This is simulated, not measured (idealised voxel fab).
This is a process module. Its name is voxel local oxidation.
For reference, the cross-section in this document is cut, with width 275 nm and square cells of 5 nm.
Square cells in a grid make up a cross-section in this document, and the grid is given as bands, listed from the top down, each one or more rows of cells.
Top height, bottom height, nm. Materials left to right, width each, nm. Single material + "throughout" = fills band edge to edge. "empty" = empty.
A quick word on heights: they are counted from 0, and under that level the wafer as it came to us is one material throughout. The lowest band is different from the rest in having no bottom; it simply continues downward, written as in "from 0 down".
Graded width ("30..40"): value in top row of band = first number; value in bottom row = second number; row-to-row change constant.
The cross-section has no changed cell in any step marked "nothing altered".
Listed in "Closed void table": every empty space of 8 or more cells without an open way to the top. Form: width x height at distance, the distance being from the left edge, all in nm.
It should be noted that, on the line of a given step, the content following the step's settings is a remark produced by the simulator itself with respect to that step.
overlay nm: where the mask lay relative to plan, measured to the right, on steps with a mask; negatives go left.

-- Planned process steps
1: RECEIVE with material Si
2: CONFORMAL_DEP with material SiO2, thk nm 5
3: CONFORMAL_DEP with material SiN, thk nm 15
4: PATTERN with tone cover, mask id ACTIVE, material resist, width nm 95, pitch nm 130, thk nm 20, overlay nm 0
5: DIRECTIONAL_ETCH with etch materials SiN, depth nm 15
6: STRIP with etch materials resist
7: SELECTIVE_ETCH with etch materials SiO2, depth nm 5
8: OXIDIZE with depth nm 15
9: STRIP with etch materials SiN

-- Account of the first of two wafers, which was processed as intended

-- Wafer as received: cross-section following step 1
from 0 down | Si throughout
Closed void table: none

-- After step 2: wafer cross-section
from 5 to 0 | SiO2 throughout
Heights below 0 show no change.

-- After step 3: wafer cross-section
from 20 to 5 | SiN throughout
Heights below 5 show no change.

-- After step 4: wafer cross-section
from 40 to 20 | 25 of empty  95 of resist  35 of empty  95 of resist  25 of empty
Heights below 20 show no change.

-- After step 5: wafer cross-section
from 40 to 20 | 25 of empty  95 of resist  35 of empty  95 of resist  25 of empty
from 20 to 5 | 25 of empty  95 of SiN  35 of empty  95 of SiN  25 of empty
Heights below 5 show no change.

-- After step 6: wafer cross-section
from 20 to 5 | 25 of empty  95 of SiN  35 of empty  95 of SiN  25 of empty
Heights below 5 show no change.

-- After step 7: wafer cross-section
from 20 to 5 | 25 of empty  95 of SiN  35 of empty  95 of SiN  25 of empty
from 5 to 0 | 30 of empty  85 of SiO2  45 of empty  85 of SiO2  30 of empty
Heights below 0 show no change.

-- After step 8: wafer cross-section
from 20 to 5 | 25 of empty  95 of SiN  35 of empty  95 of SiN  25 of empty
from 5 to 0 | 30 of empty  85 of SiO2  45 of empty  85 of SiO2  30 of empty
from 0 to -15 | 45 of SiO2  55 of Si  75 of SiO2  55 of Si  45 of SiO2
Heights below -15 show no change.

-- After step 9: wafer cross-section
from 5 to 0 | 30 of empty  85 of SiO2  45 of empty  85 of SiO2  30 of empty
Heights below 0 show no change.

-- Okay, second wafer. Nothing different at the start, nothing different in the plan, just one mistake somewhere in the running. As far as step 2, counting that step, it's the first wafer all over again

-- The second wafer in cross-section, at the planned close of step 3
from 20 to 0 | SiO2 throughout
Heights below 0 show no change.

-- The second wafer in cross-section, at the planned close of step 4
from 40 to 20 | 25 of empty  95 of resist  35 of empty  95 of resist  25 of empty
Heights below 20 show no change.

The second wafer in cross-section, at the planned close of step 5: nothing altered

-- The second wafer in cross-section, at the planned close of step 6
from 20 to 0 | SiO2 throughout
Heights below 0 show no change.

-- The second wafer in cross-section, at the planned close of step 7
from 15 to 0 | SiO2 throughout
Heights below 0 show no change.

The second wafer in cross-section, at the planned close of step 8: nothing altered

The second wafer in cross-section, at the planned close of step 9: nothing altered
So what did we get wrong on this run? step 3 was not run as planned; what actually ran was CONFORMAL_DEP with material SiO2, thk nm 15
Cell-count delta at end, second wafer over first, by material: +99 Si | +32 SiO2
